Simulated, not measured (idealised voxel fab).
This section sets out a process module, namely voxel spacer lines.
Section cut is 205 nm wide and gridded with 5 nm square cells.
Bands, listed from the top down, are how a cross-section gets written in this document; the cross-section itself is a grid of square cells, and a band is one or more rows of them.
Band: top and bottom heights (nm) first, top before bottom; then materials from left to right, widths in nm. "edge to edge" marks a sole material filling the band edge to edge. "blank" denotes empty space.
Measure heights from 0. That's the level where, below it, the as-received wafer is all one material. The lowest band is bottomless and extends downward; write it as in "top 0, no bottom".
Width: "30->40" (first number = top row, second number = bottom row, same change from row to row of cells).
Reading "nothing changed" for a step: not a cell of the cross-section changed in it.
Entry "Enclosed void catalog". Content: empty spaces with no open connection to the top, size 8 cells or greater. Each: width x height at distance. Distance: from left edge. Unit: nm.
Note: text after step settings on the step line = simulator remark on that step.
The setting "overlay nm" may be written on the line of a step. When the step uses a mask, the value reports how far to the right of the planned place the mask lay, and a negative value reports that it lay to the left.
**The process steps that were planned are listed below**
1,RECEIVE (material Si)
2,CONFORMAL_DEP (material Al2O3; thk nm 5)
3,DIRECTIONAL_DEP (material polySi; thk nm 20)
4,DIRECTIONAL_DEP (material aC; thk nm 20)
5,PATTERN (tone cover; mask id MANDREL; material resist; width nm 25; pitch nm 70; thk nm 30; overlay nm 0)
6,DIRECTIONAL_ETCH (etch materials aC; depth nm 20)
7,STRIP (etch materials resist)
8,CONFORMAL_DEP (material SiN; thk nm 10)
9,DIRECTIONAL_ETCH (etch materials SiN; depth nm 10)
10,STRIP (etch materials aC)
11,DIRECTIONAL_ETCH (etch materials polySi; depth nm 20)
12,STRIP (etch materials SiN)
13,FILL_DEP (material SiO2; thk nm 10)
14,CMP (height nm 25)
**As-received state of the wafer in cross-section, equivalent to post-step 1**
- top 0, no bottom: Si edge to edge
- Enclosed void catalog: none
**Wafer at module end, in section. Began as above, planned as above, run with one mistake**
- top 25, bottom 5: 45 SiO2 / 10 polySi / 25 SiO2 / 10 polySi / 25 SiO2 / 10 polySi / 25 SiO2 / 10 polySi / 45 SiO2
- top 5, bottom 0: SiO2 edge to edge
- top 0, no bottom: Si edge to edge
- Enclosed void catalog: none
Nonconformance to the process plan: step 2 was processed under conditions differing from the plan, specifically as CONFORMAL_DEP (material SiO2; thk nm 5)
